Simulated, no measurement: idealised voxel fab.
A process module follows: voxel air gaps.
Pictured: cross-section cut, 175 nm wide, on a grid of 5 nm square cells.
When this document writes out a cross-section, it uses a grid of square cells and lists it as bands, beginning at the top and moving down, with a band standing for one or more rows of cells.
Basically the band line says how high the top is and how high the bottom is, in nm, and then what's in it from left to right, every material with its width in nm. Empty space shows up as "empty", and if a single material carries "edge to edge" it runs the full band edge to edge.
Note: height 0 marks the level under which the wafer is uniformly one material as received. Lowest band unbounded below, written "0 and below".
Think of "30 to 40" as a width that walks from the first number to the second as you go down the band, top row to bottom row, taking equal-sized steps from row to row.
Step marked "all unchanged"? Then no cell in the cross-section changed in it.
You'll see "Trapped void list" listing empty spaces that have no way open to the top, as long as they're 8 cells or more; the notation is width x height at distance, where the distance is from the left edge, and all of it is in nm.
Whatever follows a step's settings on its line is a remark the simulator itself makes about that step.
The "overlay nm" setting may appear on a step's line; for a step that uses a mask, it gives how far to the right of its planned position the mask lay, and a negative value indicates the left.
## Here's what the planned process steps look like
- 1: RECEIVE [material Si]
- 2: CONFORMAL_DEP [material SiO2] [thk nm 15]
- 3: CONFORMAL_DEP [material SiCN] [thk nm 5]
- 4: DIRECTIONAL_DEP [material lowk] [thk nm 35]
- 5: DIRECTIONAL_DEP [material aC] [thk nm 15]
- 6: PATTERN [tone open] [mask id LINES] [material resist] [width nm 20] [pitch nm 50] [thk nm 35] [overlay nm 0]
- 7: DIRECTIONAL_ETCH [etch materials aC] [depth nm 15]
- 8: STRIP [etch materials resist]
- 9: DIRECTIONAL_ETCH [etch materials lowk] [depth nm 35]
- 10: STRIP [etch materials aC]
- 11: CONFORMAL_DEP [material TiN] [thk nm 5]
- 12: FILL_DEP [material W] [thk nm 10]
- 13: CMP [height nm 55]
- 14: EPI [material Ru] [thk nm 10]
- 15: SELECTIVE_ETCH [etch materials lowk] [depth nm 45]
- 16: CONFORMAL_DEP [material SiCN] [thk nm 5]
## Step 1 complete: cross-section of the wafer as received
0 and below | Si edge to edge
Trapped void list: none
## Below is the wafer in cross-section after the module was completed. It began from the starting point shown above and followed the plan shown above, except that one mistake was made while running it
70 down to 65 | empty: 5, SiCN: 150, empty: 20
65 down to 55 | empty: 5, SiCN: 5, Ru: 40, SiCN: 10, Ru: 40, SiCN: 10, Ru: 40, SiCN: 5, empty: 20
55 down to 50 | empty: 5, SiCN: 15, TiN: 5, W: 10, TiN: 5, SiCN: 30, TiN: 5, W: 10, TiN: 5, SiCN: 30, TiN: 5, W: 10, TiN: 5, SiCN: 15, empty: 20
50 down to 25 | empty: 15, SiCN: 5, TiN: 5, W: 10, TiN: 5, SiCN: 5, empty: 20, SiCN: 5, TiN: 5, W: 10, TiN: 5, SiCN: 5, empty: 20, SiCN: 5, TiN: 5, W: 10, TiN: 5, SiCN: 5, empty: 30
25 down to 20 | SiCN: 20, TiN: 20, SiCN: 30, TiN: 20, SiCN: 30, TiN: 20, SiCN: 35
20 down to 15 | SiCN edge to edge
15 down to 0 | SiO2 edge to edge
0 and below | Si edge to edge
Trapped void list: 20 x 25 at 45; 20 x 25 at 95
The plan and the run diverged here: it should be noted that step 6 was executed with settings other than those planned, the operation and settings actually applied being PATTERN [tone open] [mask id LINES] [material resist] [width nm 20] [pitch nm 50] [thk nm 35] [overlay nm -5]
